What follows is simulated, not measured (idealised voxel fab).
Process module name: voxel air gaps
Shown is cross-section cut, with a width of 240 nm and square cells of size 5 nm.
When this document writes out a cross-section, it uses a grid of square cells and lists it as bands, beginning at the top and moving down, with a band standing for one or more rows of cells.
Look at the band entry: it leads with the top's height and the bottom's height in nm. Then it lists the materials left to right, with a width in nm for each. The word "everywhere" on a single material says that material fills the band edge to edge. The word "empty" is empty space.
Below 0: as-received wafer, all one material; heights counted from there. Lowest band: no bottom, goes on down, written "top 0, no bottom".
A width such as "30 to 40" changes by the same amount from each row of cells to the next, from the band's top row to its bottom row.
The designation "same as before", where it is given for a processing step, indicates that no cell of the cross-section was altered in the course of that step.
The entry "Closed cavity list" lists the empty spaces that cover at least 8 cells and have no open path to the top. Each is written as width x height at distance, where the distance is measured from the left edge and all three values are in nm.
Text after the settings on a step's line: the simulator's own remark on that step.
What "overlay nm" on a step's line means: if the step has a mask, that mask lay this far to the right of its planned place, or, when the value is negative, to the left.
[These are the steps we planned for the process]
1) RECEIVE with material Si
2) CONFORMAL_DEP with material SiO2, thk nm 15
3) CONFORMAL_DEP with material SiN, thk nm 5
4) DIRECTIONAL_DEP with material SiO2, thk nm 30
5) MASKED_ETCH with tone open, mask id LINES, width nm 25, pitch nm 55, etch materials SiO2, depth nm 30, overlay nm 0
6) CONFORMAL_DEP with material TiN, thk nm 5
7) FILL_DEP with material W, thk nm 5
8) CMP with height nm 50
9) EPI with material Ru, thk nm 10
10) SELECTIVE_ETCH with etch materials SiO2, depth nm 40
11) CONFORMAL_DEP with material SiN, thk nm 5
[Cross-section of the wafer upon arrival, representing the state reached after step 1]
	top 0, no bottom | Si everywhere
	Closed cavity list: none
[End-of-module cross-section. Starting structure and process plan as above; one mistake made in running it]
	top 60, bottom 55 | empty: 40, then SiN: 45, then empty: 10, then SiN: 45, then empty: 10, then SiN: 45, then empty: 45
	top 55, bottom 50 | empty: 40, then SiN: 5, then Ru: 35, then SiN: 5, then empty: 10, then SiN: 5, then Ru: 35, then SiN: 5, then empty: 10, then SiN: 5, then Ru: 35, then SiN: 5, then empty: 45
	top 50, bottom 45 | empty: 40, then SiN: 10, then TiN: 5, then W: 15, then TiN: 5, then SiN: 10, then empty: 10, then SiN: 10, then TiN: 5, then W: 15, then TiN: 5, then SiN: 10, then empty: 10, then SiN: 10, then TiN: 5, then W: 15, then TiN: 5, then SiN: 10, then empty: 45
	top 45, bottom 25 | empty: 45, then SiN: 5, then TiN: 5, then W: 15, then TiN: 5, then SiN: 5, then empty: 20, then SiN: 5, then TiN: 5, then W: 15, then TiN: 5, then SiN: 5, then empty: 20, then SiN: 5, then TiN: 5, then W: 15, then TiN: 5, then SiN: 5, then empty: 50
	top 25, bottom 20 | SiN: 50, then TiN: 25, then SiN: 30, then TiN: 25, then SiN: 30, then TiN: 25, then SiN: 55
	top 20, bottom 15 | SiN everywhere
	top 15, bottom 0 | SiO2 everywhere
	top 0, no bottom | Si everywhere
	Closed cavity list: none
Nonconformance to the process plan: step 9 was run on a setting that differed from the plan, and what really ran there is EPI with material Ru, thk nm 5
